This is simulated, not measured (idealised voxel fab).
You're looking at the process module voxel air gaps.
The figure presents cross-section cut, which has a width of 150 nm and is divided into square cells with an edge length of 5 nm.
Just so we're on the same page, the cross-sections are grids of square cells, and they're listed out in bands top to bottom, each band one or more rows deep.
Top height, bottom height, nm. Materials left to right, width each, nm. Single material + "all across" = fills band edge to edge. "air" = empty.
Zero point of the height axis is 0; under it, received wafer = one material. Lowest band: continues down indefinitely, "from 0 down".
Top row gets the first number, bottom row gets the second, and each row in between changes by the same step: that is how a band width like "30 to 40" works.
You'll sometimes find "remains unaltered" written for a step, and that's the way of saying that nowhere in the cross-section did a cell change during that step.
In "Closed internal cavities" the enclosed voids are listed, meaning empty spaces of 8 cells or larger without any opening to the top. The form is width x height at distance, distance from the left edge, units nm.
Heads up: the bit after the settings on a step's line is the simulator's remark on that step.
On any step carrying a mask, the "overlay nm" setting, if present on the step's line, tells how far right of its planned place the mask lay; negative values point to the left.

HERE'S WHAT THE PLANNED PROCESS STEPS LOOK LIKE
1: RECEIVE,material Si
2: CONFORMAL_DEP,material SiO2,thk nm 10
3: CONFORMAL_DEP,material SiN,thk nm 5
4: DIRECTIONAL_DEP,material SiO2,thk nm 30
5: MASKED_ETCH,tone open,mask id LINES,width nm 15,pitch nm 45,etch materials SiO2,depth nm 30,overlay nm 0
6: CONFORMAL_DEP,material TiN,thk nm 5
7: FILL_DEP,material Ru,thk nm 10
8: CMP,height nm 45
9: EPI,material Ru,thk nm 10
10: SELECTIVE_ETCH,etch materials SiO2,depth nm 40
11: CONFORMAL_DEP,material SiN,thk nm 5

FIRST OF TWO WAFERS - AS PLANNED

INCOMING WAFER, CROSS-SECTIONAL VIEW, POST STEP 1
* from 0 down = Si all across
* Closed internal cavities: none

STEP 2 COMPLETE: CROSS-SECTION THROUGH THE WAFER
* from 10 to 0 = SiO2 all across
* Heights below 0 show no change.

STEP 3 COMPLETE: CROSS-SECTION THROUGH THE WAFER
* from 15 to 10 = SiN all across
* Heights below 10 show no change.

STEP 4 COMPLETE: CROSS-SECTION THROUGH THE WAFER
* from 45 to 15 = SiO2 all across
* Heights below 15 show no change.

STEP 5 COMPLETE: CROSS-SECTION THROUGH THE WAFER
* from 45 to 15 = 20 of SiO2, 15 of air, 30 of SiO2, 15 of air, 30 of SiO2, 15 of air, 25 of SiO2
* Heights below 15 show no change.

STEP 6 COMPLETE: CROSS-SECTION THROUGH THE WAFER
* from 50 to 45 = 25 of TiN, 5 of air, 40 of TiN, 5 of air, 40 of TiN, 5 of air, 30 of TiN
* from 45 to 20 = 20 of SiO2, 5 of TiN, 5 of air, 5 of TiN, 30 of SiO2, 5 of TiN, 5 of air, 5 of TiN, 30 of SiO2, 5 of TiN, 5 of air, 5 of TiN, 25 of SiO2
* from 20 to 15 = 20 of SiO2, 15 of TiN, 30 of SiO2, 15 of TiN, 30 of SiO2, 15 of TiN, 25 of SiO2
* Heights below 15 show no change.

STEP 7 COMPLETE: CROSS-SECTION THROUGH THE WAFER
* from 60 to 50 = Ru all across
* from 50 to 45 = 25 of TiN, 5 of Ru, 40 of TiN, 5 of Ru, 40 of TiN, 5 of Ru, 30 of TiN
* from 45 to 20 = 20 of SiO2, 5 of TiN, 5 of Ru, 5 of TiN, 30 of SiO2, 5 of TiN, 5 of Ru, 5 of TiN, 30 of SiO2, 5 of TiN, 5 of Ru, 5 of TiN, 25 of SiO2
* Heights below 20 show no change.

STEP 8 COMPLETE: CROSS-SECTION THROUGH THE WAFER
* from 45 to 20 = 20 of SiO2, 5 of TiN, 5 of Ru, 5 of TiN, 30 of SiO2, 5 of TiN, 5 of Ru, 5 of TiN, 30 of SiO2, 5 of TiN, 5 of Ru, 5 of TiN, 25 of SiO2
* Heights below 20 show no change.

STEP 9 COMPLETE: CROSS-SECTION THROUGH THE WAFER
* from 55 to 45 = 10 of air, 35 of Ru, 10 of air, 35 of Ru, 10 of air, 35 of Ru, 15 of air
* Heights below 45 show no change.

STEP 10 COMPLETE: CROSS-SECTION THROUGH THE WAFER
* from 55 to 45 = 10 of air, 35 of Ru, 10 of air, 35 of Ru, 10 of air, 35 of Ru, 15 of air
* from 45 to 20 = 20 of air, 5 of TiN, 5 of Ru, 5 of TiN, 30 of air, 5 of TiN, 5 of Ru, 5 of TiN, 30 of air, 5 of TiN, 5 of Ru, 5 of TiN, 25 of air
* from 20 to 15 = 20 of air, 15 of TiN, 30 of air, 15 of TiN, 30 of air, 15 of TiN, 25 of air
* Heights below 15 show no change.

STEP 11 COMPLETE: CROSS-SECTION THROUGH THE WAFER
* from 60 to 55 = 5 of air, 135 of SiN, 10 of air
* from 55 to 45 = 5 of air, 5 of SiN, 35 of Ru, 10 of SiN, 35 of Ru, 10 of SiN, 35 of Ru, 5 of SiN, 10 of air
* from 45 to 40 = 5 of air, 15 of SiN, 5 of TiN, 5 of Ru, 5 of TiN, 30 of SiN, 5 of TiN, 5 of Ru, 5 of TiN, 30 of SiN, 5 of TiN, 5 of Ru, 5 of TiN, 15 of SiN, 10 of air
* from 40 to 20 = 15 of air, 5 of SiN, 5 of TiN, 5 of Ru, 5 of TiN, 5 of SiN, 20 of air, 5 of SiN, 5 of TiN, 5 of Ru, 5 of TiN, 5 of SiN, 20 of air, 5 of SiN, 5 of TiN, 5 of Ru, 5 of TiN, 5 of SiN, 20 of air
* from 20 to 15 = 20 of SiN, 15 of TiN, 30 of SiN, 15 of TiN, 30 of SiN, 15 of TiN, 25 of SiN
* Heights below 15 show no change.
* Closed internal cavities: 20 x 20 at 40; 20 x 20 at 85

HERE THE SECOND WAFER IS DESCRIBED. ITS START AND ITS PLAN WERE THOSE OF THE FIRST WAFER. ITS RUN CONTAINED ONE MISTAKE. UP TO AND INCLUDING STEP 4, IT DID EXACTLY WHAT THE FIRST WAFER DID

SECOND WAFER AT THE PLANNED FINISH OF STEP 5, SEEN IN CROSS-SECTION
* from 45 to 15 = 25 of SiO2, 15 of air, 30 of SiO2, 15 of air, 30 of SiO2, 15 of air, 20 of SiO2
* Heights below 15 show no change.

SECOND WAFER AT THE PLANNED FINISH OF STEP 6, SEEN IN CROSS-SECTION
* from 50 to 45 = 30 of TiN, 5 of air, 40 of TiN, 5 of air, 40 of TiN, 5 of air, 25 of TiN
* from 45 to 20 = 25 of SiO2, 5 of TiN, 5 of air, 5 of TiN, 30 of SiO2, 5 of TiN, 5 of air, 5 of TiN, 30 of SiO2, 5 of TiN, 5 of air, 5 of TiN, 20 of SiO2
* from 20 to 15 = 25 of SiO2, 15 of TiN, 30 of SiO2, 15 of TiN, 30 of SiO2, 15 of TiN, 20 of SiO2
* Heights below 15 show no change.

SECOND WAFER AT THE PLANNED FINISH OF STEP 7, SEEN IN CROSS-SECTION
* from 60 to 50 = Ru all across
* from 50 to 45 = 30 of TiN, 5 of Ru, 40 of TiN, 5 of Ru, 40 of TiN, 5 of Ru, 25 of TiN
* from 45 to 20 = 25 of SiO2, 5 of TiN, 5 of Ru, 5 of TiN, 30 of SiO2, 5 of TiN, 5 of Ru, 5 of TiN, 30 of SiO2, 5 of TiN, 5 of Ru, 5 of TiN, 20 of SiO2
* Heights below 20 show no change.

SECOND WAFER AT THE PLANNED FINISH OF STEP 8, SEEN IN CROSS-SECTION
* from 45 to 20 = 25 of SiO2, 5 of TiN, 5 of Ru, 5 of TiN, 30 of SiO2, 5 of TiN, 5 of Ru, 5 of TiN, 30 of SiO2, 5 of TiN, 5 of Ru, 5 of TiN, 20 of SiO2
* Heights below 20 show no change.

SECOND WAFER AT THE PLANNED FINISH OF STEP 9, SEEN IN CROSS-SECTION
* from 55 to 45 = 15 of air, 35 of Ru, 10 of air, 35 of Ru, 10 of air, 35 of Ru, 10 of air
* Heights below 45 show no change.

SECOND WAFER AT THE PLANNED FINISH OF STEP 10, SEEN IN CROSS-SECTION
* from 55 to 45 = 15 of air, 35 of Ru, 10 of air, 35 of Ru, 10 of air, 35 of Ru, 10 of air
* from 45 to 20 = 25 of air, 5 of TiN, 5 of Ru, 5 of TiN, 30 of air, 5 of TiN, 5 of Ru, 5 of TiN, 30 of air, 5 of TiN, 5 of Ru, 5 of TiN, 20 of air
* from 20 to 15 = 25 of air, 15 of TiN, 30 of air, 15 of TiN, 30 of air, 15 of TiN, 20 of air
* Heights below 15 show no change.

SECOND WAFER AT THE PLANNED FINISH OF STEP 11, SEEN IN CROSS-SECTION
* from 60 to 55 = 10 of air, 135 of SiN, 5 of air
* from 55 to 45 = 10 of air, 5 of SiN, 35 of Ru, 10 of SiN, 35 of Ru, 10 of SiN, 35 of Ru, 5 of SiN, 5 of air
* from 45 to 40 = 10 of air, 15 of SiN, 5 of TiN, 5 of Ru, 5 of TiN, 30 of SiN, 5 of TiN, 5 of Ru, 5 of TiN, 30 of SiN, 5 of TiN, 5 of Ru, 5 of TiN, 15 of SiN, 5 of air
* from 40 to 20 = 20 of air, 5 of SiN, 5 of TiN, 5 of Ru, 5 of TiN, 5 of SiN, 20 of air, 5 of SiN, 5 of TiN, 5 of Ru, 5 of TiN, 5 of SiN, 20 of air, 5 of SiN, 5 of TiN, 5 of Ru, 5 of TiN, 5 of SiN, 15 of air
* from 20 to 15 = 25 of SiN, 15 of TiN, 30 of SiN, 15 of TiN, 30 of SiN, 15 of TiN, 20 of SiN
* Heights below 15 show no change.
* Closed internal cavities: 20 x 20 at 45; 20 x 20 at 90
Nonconformance to the process plan: planned and actual differ for step 5; actual: MASKED_ETCH,tone open,mask id LINES,width nm 15,pitch nm 45,etch materials SiO2,depth nm 30,overlay nm 5
Upon completion, the cell count for each material on the second wafer equals that on the first, whereas the spatial distribution of those cells differs.
